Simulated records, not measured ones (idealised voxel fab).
Process module under the name voxel transistor to metal
Each square cell in cross-section cut measures 5 nm, and the section as a whole is 200 nm wide.
How to read a cross-section here: the picture is a grid of square cells, written as bands going from the top down, and any band can span one or more rows of cells. Basically the band line says how high the top is and how high the bottom is, in nm, and then what's in it from left to right, every material with its width in nm. Empty space shows up as "air", and if a single material carries "all across" it runs the full band edge to edge. Height is counted from the level 0, under which the received wafer is composed throughout of one material. The lowest of the bands is not closed at the bottom but continues downward, in the notation "0 nm and below". Width "30..40": first value at the band's top row of cells, second value at its bottom row, equal change from row to row. Where the words "nothing different" appear for a step, the cross-section shows no cell changed by that step; every cell remained as before. Closed-off voids of 8+ cells (no open route to the top) go in "Non-vented voids", written width x height at distance from the left edge, in nm. If you see something after the settings on a step's line, that's the simulator's own remark about that step. A step line may carry the setting "overlay nm", which, for steps involving a mask, states the distance by which the mask lay to the right of its intended position; negative values denote displacement to the left.

**Set out below are the planned steps of the process**
1. op RECEIVE | material Si
2. op CONFORMAL_DEP | material SiO2 | thk nm 5
3. op CONFORMAL_DEP | material SiN | thk nm 15
4. op DIRECTIONAL_DEP | material aC | thk nm 15
5. op PATTERN | tone cover | mask id ACTIVE | material resist | width nm 125 | thk nm 35 | overlay nm 0
6. op DIRECTIONAL_ETCH | etch materials aC | depth nm 15
7. op STRIP | etch materials resist
8. op DIRECTIONAL_ETCH | etch materials SiN | depth nm 15
9. op DIRECTIONAL_ETCH | etch materials SiO2 | depth nm 5
10. op DIRECTIONAL_ETCH | etch materials Si | depth nm 25
11. op STRIP | etch materials aC
12. op OXIDIZE | depth nm 5
13. op FILL_DEP | material SiO2 | thk nm 5
14. op CMP | height nm 20
15. op SELECTIVE_ETCH | etch materials SiO2 | depth nm 5
16. op STRIP | etch materials SiN
17. op SELECTIVE_ETCH | etch materials SiO2 | depth nm 5
18. op OXIDIZE | depth nm 5
19. op DIRECTIONAL_DEP | material polySi | thk nm 30
20. op DIRECTIONAL_DEP | material SiCN | thk nm 15
21. op PATTERN | tone cover | mask id GATE | material resist | width nm 25 | thk nm 15 | overlay nm 0
22. op DIRECTIONAL_ETCH | etch materials SiCN | depth nm 25
23. op DIRECTIONAL_ETCH | etch materials polySi | depth nm 40
24. op STRIP | etch materials resist
25. op CONFORMAL_DEP | material SiO2 | thk nm 5
26. op DIRECTIONAL_ETCH | etch materials SiO2 | depth nm 5
27. op CONFORMAL_DEP | material SiN | thk nm 5
28. op DIRECTIONAL_ETCH | etch materials SiN | depth nm 5
29. op DIRECTIONAL_ETCH | etch materials SiO2 | depth nm 5
30. op DIRECTIONAL_ETCH | etch materials Si | depth nm 15
31. op EPI | material SiGe | thk nm 20
32. op FILL_DEP | material SiO2 | thk nm 10
33. op CMP | height nm 45
34. op DIRECTIONAL_DEP | material SiO2 | thk nm 15
35. op MASKED_ETCH | tone open | mask id CONTACT | width nm 20 | pitch nm 85 | etch materials SiO2 | depth nm 60 | overlay nm 0
36. op CONFORMAL_DEP | material TiN | thk nm 5
37. op FILL_DEP | material Ru | thk nm 10
38. op CMP | height nm 60
39. op CONFORMAL_DEP | material SiCN | thk nm 5
40. op DIRECTIONAL_DEP | material SiO2 | thk nm 25
41. op DIRECTIONAL_DEP | material aC | thk nm 15
42. op PATTERN | tone open | mask id METAL_1 | material resist | width nm 20 | pitch nm 85 | thk nm 30 | overlay nm 0
43. op DIRECTIONAL_ETCH | etch materials aC | depth nm 15
44. op STRIP | etch materials resist
45. op DIRECTIONAL_ETCH | etch materials SiO2 | depth nm 25
46. op DIRECTIONAL_ETCH | etch materials SiCN | depth nm 5
47. op STRIP | etch materials aC
48. op CONFORMAL_DEP | material TiN | thk nm 5
49. op FILL_DEP | material Ru | thk nm 10
50. op CMP | height nm 90
51. op CONFORMAL_DEP | material SiCN | thk nm 5

**Step 1 complete: cross-section of the wafer as received**
- 0 nm and below = Si all across
- Non-vented voids: none

**Cross-sectional view of the first of the two wafers upon completion of the module, processed in accordance with the plan**
- 95 nm to 90 nm = SiCN all across
- 90 nm to 65 nm = SiO2: 45 | TiN: 5 | Ru: 10 | TiN: 5 | SiO2: 65 | TiN: 5 | Ru: 10 | TiN: 5 | SiO2: 50
- 65 nm to 60 nm = SiCN: 45 | TiN: 20 | SiCN: 65 | TiN: 20 | SiCN: 50
- 60 nm to 45 nm = SiO2: 45 | TiN: 5 | Ru: 10 | TiN: 5 | SiO2: 65 | TiN: 5 | Ru: 10 | TiN: 5 | SiO2: 50
- 45 nm to 30 nm = SiO2: 45 | TiN: 5 | Ru: 10 | TiN: 5 | SiO2: 10 | SiN: 5 | SiO2: 5 | SiCN: 25 | SiO2: 5 | SiN: 5 | SiO2: 10 | TiN: 5 | Ru: 10 | TiN: 5 | SiO2: 50
- 30 nm to 20 nm = SiO2: 45 | TiN: 5 | Ru: 10 | TiN: 5 | SiO2: 10 | SiN: 5 | SiO2: 5 | polySi: 25 | SiO2: 5 | SiN: 5 | SiO2: 10 | TiN: 5 | Ru: 10 | TiN: 5 | SiO2: 50
- 20 nm to 15 nm = SiO2: 45 | TiN: 20 | SiO2: 10 | SiN: 5 | SiO2: 5 | polySi: 25 | SiO2: 5 | SiN: 5 | SiO2: 10 | TiN: 20 | SiO2: 50
- 15 nm to 10 nm = SiO2: 45 | TiN: 10 | SiGe: 20 | SiN: 5 | SiO2: 5 | polySi: 25 | SiO2: 5 | SiN: 5 | SiGe: 20 | TiN: 10 | SiO2: 50
- 10 nm to 0 nm = SiO2: 35 | SiN: 5 | SiO2: 5 | TiN: 10 | SiGe: 20 | SiN: 5 | SiO2: 5 | polySi: 25 | SiO2: 5 | SiN: 5 | SiGe: 20 | TiN: 10 | SiO2: 5 | SiN: 5 | SiO2: 40
- 0 nm to -5 nm = SiO2: 40 | SiGe: 35 | SiO2: 45 | SiGe: 35 | SiO2: 45
- -5 nm to -20 nm = SiO2: 40 | SiGe: 35 | Si: 45 | SiGe: 35 | SiO2: 45
- -20 nm to -30 nm = SiO2: 40 | Si: 115 | SiO2: 45
- -30 nm and below = Si all across
- Non-vented voids: none

**Cross-section, second wafer: same start as the first, same plan as the first, one mistake in running it; taken at the end of the module**
- 95 nm to 90 nm = SiCN all across
- 90 nm to 65 nm = SiO2: 45 | TiN: 5 | Ru: 10 | TiN: 5 | SiO2: 65 | TiN: 5 | Ru: 10 | TiN: 5 | SiO2: 50
- 65 nm to 60 nm = SiCN: 45 | TiN: 20 | SiCN: 65 | TiN: 20 | SiCN: 50
- 60 nm to 45 nm = SiO2: 45 | TiN: 5 | Ru: 10 | TiN: 5 | SiO2: 65 | TiN: 5 | Ru: 10 | TiN: 5 | SiO2: 50
- 45 nm to 30 nm = SiO2: 45 | TiN: 5 | Ru: 10 | TiN: 5 | SiO2: 10 | SiN: 5 | SiO2: 5 | SiCN: 25 | SiO2: 5 | SiN: 5 | SiO2: 10 | TiN: 5 | Ru: 10 | TiN: 5 | SiO2: 50
- 30 nm to 20 nm = SiO2: 45 | TiN: 5 | Ru: 10 | TiN: 5 | SiO2: 10 | SiN: 5 | SiO2: 5 | polySi: 25 | SiO2: 5 | SiN: 5 | SiO2: 10 | TiN: 5 | Ru: 10 | TiN: 5 | SiO2: 50
- 20 nm to 15 nm = SiO2: 45 | TiN: 20 | SiO2: 10 | SiN: 5 | SiO2: 5 | polySi: 25 | SiO2: 5 | SiN: 5 | SiO2: 10 | TiN: 20 | SiO2: 50
- 15 nm to 10 nm = SiO2: 45 | TiN: 10 | SiGe: 20 | SiN: 5 | SiO2: 5 | polySi: 25 | SiO2: 5 | SiN: 5 | SiGe: 20 | TiN: 10 | SiO2: 50
- 10 nm to 0 nm = SiO2: 30 | SiN: 5 | SiGe: 40 | SiN: 5 | SiO2: 5 | polySi: 25 | SiO2: 5 | SiN: 5 | SiGe: 40 | SiN: 5 | SiO2: 35
- 0 nm to -5 nm = SiO2: 30 | SiN: 5 | SiGe: 40 | SiO2: 45 | SiGe: 40 | SiN: 5 | SiO2: 35
- -5 nm to -10 nm = SiO2: 45 | SiGe: 30 | Si: 45 | SiGe: 30 | SiO2: 50
- -10 nm to -20 nm = SiO2: 40 | Si: 5 | SiGe: 30 | Si: 45 | SiGe: 30 | Si: 5 | SiO2: 45
- -20 nm to -30 nm = SiO2: 40 | Si: 115 | SiO2: 45
- -30 nm and below = Si all across
- Non-vented voids: none
What was the processing mistake? steps 15 and 16 got flipped, so each one ran where the other should have
The second wafer ends with more or fewer cells of some materials than the first, per final count: 4 more of Si, 12 more of SiGe, 2 more of SiN, 10 fewer of SiO2, 8 fewer of TiN
